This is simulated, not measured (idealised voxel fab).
Process module name: voxel self aligned vias
Cross-section cut: width 270 nm, square cells of 5 nm.
Cross-section = grid of square cells, listed top down in bands; band = one or more rows. What a band's entry tells you: where the top is and where the bottom is, as heights in nm, and after that what lies inside, material by material from left to right, each with its width in nm. Empty space is written as the word "blank", and a single material marked with the word "throughout" occupies the band from edge to edge. Beneath 0, the wafer as received is one material, and that level is where height counting begins. The lowest band goes on downward without a bottom; it is written like "z 0 and below". With a width like "30..40", each row of cells in the band differs from the next by the same amount, the top row carrying the first number and the bottom row the second. "all unchanged" -> step changed no cross-section cell. The label "Closed-off voids" introduces a list of the empty spaces, 8 cells or larger, that have no open way up to the top; each entry in it reads width x height at distance, where the distance is taken from the left edge and all three are stated in nm. Where a step's line continues beyond its settings, the continuation is a remark by the simulator itself on that step. overlay nm: mask right of planned place by this much (step with mask). Neg. = left.
-- These are the steps we planned for the process
1) RECEIVE: material Si
2) CONFORMAL_DEP: material SiO2, thk nm 10
3) CONFORMAL_DEP: material SiCN, thk nm 5
4) DIRECTIONAL_DEP: material SiO2, thk nm 20
5) MASKED_ETCH: tone open, mask id LINES, width nm 30, pitch nm 60, etch materials SiO2, depth nm 20, overlay nm 0
6) CONFORMAL_DEP: material TiN, thk nm 5
7) FILL_DEP: material Ru, thk nm 10
8) CMP: height nm 35
9) SELECTIVE_ETCH: etch materials W Ru TiN, depth nm 10
10) FILL_DEP: material SiN, thk nm 10
11) CMP: height nm 35
12) DIRECTIONAL_DEP: material SiO2, thk nm 15
13) MASKED_ETCH: tone open, mask id VIAS, width nm 30, etch materials SiO2, depth nm 15, overlay nm 0
14) MASKED_ETCH: tone open, mask id VIAS, width nm 40, etch materials SiN, depth nm 10, overlay nm 0
15) CONFORMAL_DEP: material TiN, thk nm 5
16) FILL_DEP: material Ru, thk nm 10
17) CMP: height nm 50
18) CONFORMAL_DEP: material SiN, thk nm 5
Keep in mind the plan's value for the width nm of step 13 comes from the first wafer; the wafers don't share that setting, but they do share the same starting point.
-- First wafer of several, as received: cross-section after step 1
> z 0 and below = Si throughout
> Closed-off voids: none
-- The cross-section of the first of several wafers is given below for the end of the module, after its final step, step 18
> z 55 to 50 = SiN throughout
> z 50 to 35 = SiO2 (90)  TiN (5)  Ru (20)  TiN (5)  SiO2 (150)
> z 35 to 30 = SiO2 (90)  TiN (5)  Ru (20)  TiN (5)  SiO2 (30)  SiN (30)  SiO2 (90)
> z 30 to 25 = SiO2 (90)  TiN (30)  SiO2 (30)  SiN (30)  SiO2 (90)
> z 25 to 20 = SiO2 (90)  TiN (5)  Ru (20)  TiN (5)  SiO2 (30)  TiN (5)  Ru (20)  TiN (5)  SiO2 (90)
> z 20 to 15 = SiO2 (90)  TiN (30)  SiO2 (30)  TiN (30)  SiO2 (90)
> z 15 to 10 = SiCN throughout
> z 10 to 0 = SiO2 throughout
> z 0 and below = Si throughout
> Closed-off voids: none
-- Showing the last wafer in cross-section at the end of the module
> z 55 to 50 = SiN throughout
> z 50 to 40 = SiO2 (80)  TiN (5)  Ru (45)  TiN (5)  SiO2 (135)
> z 40 to 35 = SiO2 (80)  TiN (15)  Ru (20)  TiN (20)  SiO2 (135)
> z 35 to 30 = SiO2 (90)  TiN (5)  Ru (20)  TiN (5)  SiO2 (30)  SiN (30)  SiO2 (90)
> z 30 to 25 = SiO2 (90)  TiN (30)  SiO2 (30)  SiN (30)  SiO2 (90)
> z 25 to 20 = SiO2 (90)  TiN (5)  Ru (20)  TiN (5)  SiO2 (30)  TiN (5)  Ru (20)  TiN (5)  SiO2 (90)
> z 20 to 15 = SiO2 (90)  TiN (30)  SiO2 (30)  TiN (30)  SiO2 (90)
> z 15 to 10 = SiCN throughout
> z 10 to 0 = SiO2 throughout
> z 0 and below = Si throughout
> Closed-off voids: none
-- wafer rows; end of module; cells per material since receipt: (+) gained, (-) lost; then closed voids
width nm 30; +24 Ru; +54 SiCN; +66 SiN; +420 SiO2; +30 TiN; Closed-off voids: none
width nm 35; +26 Ru; +54 SiCN; +66 SiN; +417 SiO2; +31 TiN; Closed-off voids: none
width nm 40; +28 Ru; +54 SiCN; +66 SiN; +414 SiO2; +32 TiN; Closed-off voids: none
width nm 45; +30 Ru; +54 SiCN; +66 SiN; +411 SiO2; +33 TiN; Closed-off voids: none
width nm 50; +32 Ru; +54 SiCN; +66 SiN; +408 SiO2; +34 TiN; Closed-off voids: none
width nm 55; +34 Ru; +54 SiCN; +66 SiN; +405 SiO2; +35 TiN; Closed-off voids: none
